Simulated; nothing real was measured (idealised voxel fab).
Title: Process Module voxel gate over fins
The width of the displayed cross-section, cut, is 260 nm; its cells are square, with a size of 5 nm.
Each cross-section below is a grid of square cells, stated as bands in top-down order, with one or more rows of cells making up each band.
Basically the band line says how high the top is and how high the bottom is, in nm, and then what's in it from left to right, every material with its width in nm. Empty space shows up as "blank", and if a single material carries "throughout" it runs the full band edge to edge.
A quick word on heights: they are counted from 0, and under that level the wafer as it came to us is one material throughout. The lowest band is different from the rest in having no bottom; it simply continues downward, written as in "from 0 down".
Width spec "30 to 40" -> top row of cells at first value, bottom row at second value, equal per-row change in between.
"remained the same", as given for a step, is the statement that not any cell of the cross-section underwent a change during that step.
Any empty space of 8 cells or more lacking an open way to the top shows up in "Closed void inventory" as width x height at distance, distance from the left edge, in nm.
Heads up: the bit after the settings on a step's line is the simulator's remark on that step.
overlay nm: mask offset rightward from planned place, masked step; negative means leftward offset.

-- So here's the lineup of process steps we planned
1 op RECEIVE | material Si
2 op CONFORMAL_DEP | material SiN | thk nm 5
3 op MASKED_ETCH | tone cover | mask id FINS | width nm 15 | pitch nm 50 | etch materials SiN | depth nm 5 | overlay nm 0
4 op MASKED_ETCH | tone cover | mask id FINS | width nm 15 | pitch nm 50 | etch materials Si | depth nm 35 | overlay nm 0
5 op OXIDIZE | depth nm 5
6 op FILL_DEP | material SiO2 | thk nm 15
7 op CMP | height nm 5
8 op MASKED_ETCH | tone open | mask id RAIL | width nm 15 | etch materials SiO2 | depth nm 35 | overlay nm 0
9 op CONFORMAL_DEP | material TiN | thk nm 5
10 op FILL_DEP | material Ru | thk nm 5
11 op CMP | height nm 5
12 op SELECTIVE_ETCH | etch materials W Ru TiN | depth nm 20
13 op FILL_DEP | material SiO2 | thk nm 5
14 op CMP | height nm 5
15 op SELECTIVE_ETCH | etch materials SiO2 | depth nm 15
16 op STRIP | etch materials SiN
17 op CONFORMAL_DEP | material HfO2 | thk nm 5
18 op CONFORMAL_DEP | material TiN | thk nm 5
19 op CONFORMAL_DEP | material TiAl | thk nm 5
20 op CONFORMAL_DEP | material TiN | thk nm 5
21 op FILL_DEP | material W | thk nm 10
22 op CMP | height nm 25
23 op CONFORMAL_DEP | material SiCN | thk nm 5

-- Incoming wafer, cross-sectional view, post step 1
- from 0 down: Si throughout
- Closed void inventory: none

-- The following cross-section depicts the wafer upon conclusion of the module. Processing commenced from the starting condition illustrated above and adhered to the plan illustrated above, save for one mistake in execution
- from 30 to 25: SiCN throughout
- from 25 to 20: W throughout
- from 20 to 15: 30 W | 45 TiN | 5 W | 45 TiN | 5 W | 45 TiN | 5 W | 45 TiN | 35 W
- from 15 to 10: 30 W | 5 TiN | 35 TiAl | 5 TiN | 5 W | 5 TiN | 35 TiAl | 5 TiN | 5 W | 5 TiN | 35 TiAl | 5 TiN | 5 W | 5 TiN | 35 TiAl | 5 TiN | 35 W
- from 10 to 5: 35 TiN | 5 TiAl | 25 HfO2 | 5 TiAl | 15 TiN | 5 TiAl | 25 HfO2 | 5 TiAl | 15 TiN | 5 TiAl | 25 HfO2 | 5 TiAl | 15 TiN | 5 TiAl | 25 HfO2 | 5 TiAl | 40 TiN
- from 5 to 0: 40 TiAl | 5 HfO2 | 15 TiN | 5 HfO2 | 25 TiAl | 5 HfO2 | 15 TiN | 5 HfO2 | 25 TiAl | 5 HfO2 | 15 TiN | 5 HfO2 | 25 TiAl | 5 HfO2 | 15 TiN | 5 HfO2 | 45 TiAl
- from 0 to -5: 45 HfO2 | 5 TiN | 5 Si | 5 TiN | 35 HfO2 | 5 TiN | 5 Si | 5 TiN | 35 HfO2 | 5 TiN | 5 Si | 5 TiN | 35 HfO2 | 5 TiN | 5 Si | 5 TiN | 50 HfO2
- from -5 to -10: 50 TiN | 5 Si | 45 TiN | 5 Si | 45 TiN | 5 Si | 45 TiN | 5 Si | 55 TiN
- from -10 to -15: 50 SiO2 | 5 Si | 45 SiO2 | 5 Si | 45 SiO2 | 5 Si | 45 SiO2 | 5 Si | 55 SiO2
- from -15 to -25: 50 SiO2 | 5 Si | 15 SiO2 | 5 TiN | 5 Ru | 5 TiN | 15 SiO2 | 5 Si | 45 SiO2 | 5 Si | 45 SiO2 | 5 Si | 55 SiO2
- from -25 to -30: 50 SiO2 | 5 Si | 15 SiO2 | 15 TiN | 15 SiO2 | 5 Si | 45 SiO2 | 5 Si | 45 SiO2 | 5 Si | 55 SiO2
- from -30 to -40: 50 SiO2 | 5 Si | 45 SiO2 | 5 Si | 45 SiO2 | 5 Si | 45 SiO2 | 5 Si | 55 SiO2
- from -40 down: Si throughout
- Closed void inventory: none
Where did the run depart from the plan? steps 17 and 18 run out of order (swapped)
